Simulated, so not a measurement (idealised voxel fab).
process module | voxel wiring stack
It is cross-section cut that appears here, measuring 140 nm in width, its square cells being 5 nm in size.
Reading order for cross-sections: top band down to bottom band. Underlying form: a grid of square cells. Band size: one or more rows of cells. This entry defines a band. It first specifies the height of the band's top and the height of its bottom in nm, and then specifies the band's materials from left to right, stating each material with its width in nm. The word "everywhere" identifies a single material that fills the band from edge to edge, while the word "blank" identifies empty space. Height reference: 0 = level under which incoming wafer is all one material. Lowest band: no bottom, runs on downward, e.g. "0 and below". Top row gets the first number, bottom row gets the second, and each row in between changes by the same step: that is how a band width like "30 to 40" works. Key: "nothing got changed" - step with no changed cell in the cross-section. "Enclosed empty spaces" lists enclosed empty spaces (at least 8 cells, no open path upward to the top), each as width x height at distance from the left edge, in nm. Heads up: the bit after the settings on a step's line is the simulator's remark on that step. You can add "overlay nm" to a step's line. For a step with a mask, it describes how far the mask lay to the right of its planned position, and a negative number describes a lay to the left.

Process steps foreseen in the plan:
| 1 | RECEIVE [material Si] |
| 2 | CONFORMAL_DEP [material SiO2] [thk nm 15] |
| 3 | DIRECTIONAL_DEP [material TiN] [thk nm 5] |
| 4 | DIRECTIONAL_DEP [material Ru] [thk nm 25] |
| 5 | MASKED_ETCH [tone cover] [mask id METAL_1] [width nm 25] [pitch nm 40] [etch materials Ru] [depth nm 25] [overlay nm 0] |
| 6 | MASKED_ETCH [tone cover] [mask id METAL_1] [width nm 25] [pitch nm 40] [etch materials TiN] [depth nm 5] [overlay nm 0] |
| 7 | FILL_DEP [material lowk] [thk nm 5] |
| 8 | CMP [height nm 45] |
| 9 | CONFORMAL_DEP [material SiCN] [thk nm 5] |
| 10 | DIRECTIONAL_DEP [material lowk] [thk nm 20] |
| 11 | MASKED_ETCH [tone open] [mask id PLUG_1] [width nm 15] [pitch nm 80] [etch materials lowk] [depth nm 20] [overlay nm 0] |
| 12 | MASKED_ETCH [tone open] [mask id PLUG_1] [width nm 15] [pitch nm 80] [etch materials SiCN] [depth nm 5] [overlay nm 0] |
| 13 | EPI [material Ru] [thk nm 10] |
| 14 | EPI [material Ru] [thk nm 10] |
| 15 | EPI [material Ru] [thk nm 5] |
| 16 | CONFORMAL_DEP [material SiCN] [thk nm 5] |
| 17 | DIRECTIONAL_DEP [material SiO2] [thk nm 25] |
| 18 | MASKED_ETCH [tone open] [mask id METAL_2] [width nm 25] [pitch nm 40] [etch materials SiO2] [depth nm 25] [overlay nm 0] |
| 19 | MASKED_ETCH [tone open] [mask id METAL_2] [width nm 25] [pitch nm 40] [etch materials SiCN] [depth nm 5] [overlay nm 0] |
| 20 | CONFORMAL_DEP [material TiN] [thk nm 5] |
| 21 | FILL_DEP [material Cu] [thk nm 5] |
| 22 | CMP [height nm 100] |
| 23 | EPI [material Ru] [thk nm 5] |
| 24 | FILL_DEP [material SiCN] [thk nm 5] |

Cross-section of the incoming wafer, state after step 1:
* 0 and below = Si everywhere
* Enclosed empty spaces: none

Wafer cross-section at module end: first of two, run to plan:
* 110 down to 105 = SiCN everywhere
* 105 down to 100 = SiCN: 10, Ru: 35, SiCN: 5, Ru: 35, SiCN: 5, Ru: 35, SiCN: 15
* 100 down to 75 = SiO2: 15, TiN: 5, Cu: 15, TiN: 5, SiO2: 15, TiN: 5, Cu: 15, TiN: 5, SiO2: 15, TiN: 5, Cu: 15, TiN: 5, SiO2: 20
* 75 down to 70 = SiCN: 15, TiN: 25, SiCN: 15, TiN: 25, SiCN: 15, TiN: 25, SiCN: 20
* 70 down to 50 = lowk: 15, Ru: 15, lowk: 65, Ru: 15, lowk: 30
* 50 down to 45 = SiCN: 15, Ru: 15, SiCN: 65, Ru: 15, SiCN: 30
* 45 down to 20 = lowk: 15, Ru: 25, lowk: 15, Ru: 25, lowk: 15, Ru: 25, lowk: 20
* 20 down to 15 = lowk: 15, TiN: 25, lowk: 15, TiN: 25, lowk: 15, TiN: 25, lowk: 20
* 15 down to 0 = SiO2 everywhere
* 0 and below = Si everywhere
* Enclosed empty spaces: none

Cross-sectional image of the second wafer of the two following completion of the module. Starting state and process plan were the same as for the first wafer; one execution error occurred:
* 110 down to 105 = SiCN everywhere
* 105 down to 100 = SiCN: 10, Ru: 35, SiCN: 5, Ru: 35, SiCN: 5, Ru: 35, SiCN: 15
* 100 down to 75 = SiO2: 15, TiN: 5, Cu: 15, TiN: 5, SiO2: 15, TiN: 5, Cu: 15, TiN: 5, SiO2: 15, TiN: 5, Cu: 15, TiN: 5, SiO2: 20
* 75 down to 70 = SiCN: 15, TiN: 25, SiCN: 15, TiN: 25, SiCN: 15, TiN: 25, SiCN: 20
* 70 down to 50 = lowk: 20, Ru: 15, lowk: 65, Ru: 15, lowk: 25
* 50 down to 45 = SiCN: 20, Ru: 10, SiCN: 70, Ru: 10, SiCN: 30
* 45 down to 20 = lowk: 15, Ru: 25, lowk: 15, Ru: 25, lowk: 15, Ru: 25, lowk: 20
* 20 down to 15 = lowk: 15, TiN: 25, lowk: 15, TiN: 25, lowk: 15, TiN: 25, lowk: 20
* 15 down to 0 = SiO2 everywhere
* 0 and below = Si everywhere
* Enclosed empty spaces: none
Nonconformance to the process plan: step 11 was run on a setting that differed from the plan, and what really ran there is MASKED_ETCH [tone open] [mask id PLUG_1] [width nm 15] [pitch nm 80] [etch materials lowk] [depth nm 20] [overlay nm 5]
The final cell counts differ between the wafers, with the second having more or fewer of some materials than the first: Ru: 2 fewer, SiCN: 2 more
